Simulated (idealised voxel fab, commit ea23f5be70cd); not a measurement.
process module | voxel spacer lines
cross-section cut | 280 nm wide | cells 5 nm
A cross-section is a grid of square cells, given in bands from the top down. A band is one or more rows of cells.
Each band's line starts with the height of the band's top and of its bottom, in nm. Then come its materials from left to right, each with its width in nm. One material with "throughout" fills the band from edge to edge. "air" is empty space.
Height 0 is the level under which the wafer as received is all one material. The lowest band goes on downwards, as in "0 down".
A width such as "30 to 40" changes by the same amount from each row of cells to the next, from the band's top row to its bottom row.
"no change" after a step means that no cell of the cross-section changed.
closed voids: empty space of 8 cells or more with no open way to the top, each as width x height at its distance from the left edge, in nm
after a step's settings: what the simulator itself notes on the step
overlay nm, on a step with a mask: how far to the right of its planned place the mask lay; to the left if negative
plan
1 op RECEIVE | material Si
2 op CONFORMAL_DEP | material Al2O3 | thk nm 5
3 op DIRECTIONAL_DEP | material SiN | thk nm 15
4 op DIRECTIONAL_DEP | material polySi | thk nm 25
5 op PATTERN | tone cover | mask id MANDREL | material resist | width nm 25 | pitch nm 70 | thk nm 30 | overlay nm 0
6 op DIRECTIONAL_ETCH | etch materials polySi | depth nm 25
7 op STRIP | etch materials resist
8 op CONFORMAL_DEP | material SiO2 | thk nm 10
9 op DIRECTIONAL_ETCH | etch materials SiO2 | depth nm 10
10 op STRIP | etch materials polySi
11 op DIRECTIONAL_ETCH | etch materials SiN | depth nm 15
12 op STRIP | etch materials SiO2
as received, after step 1
  0 down: Si throughout
  closed voids: none
a wafer at the end: this start, this plan, one mistake
  20 to 5: air 45 | SiN 10 | air 30 | SiN 10 | air 20 | SiN 10 | air 30 | SiN 10 | air 20 | SiN 10 | air 30 | SiN 10 | air 45
  5 to 0: Al2O3 throughout
  0 down: Si throughout
  closed voids: none
what went wrong: step 5 ran as: op PATTERN | tone cover | mask id MANDREL | material resist | width nm 30 | pitch nm 70 | thk nm 30 | overlay nm 0
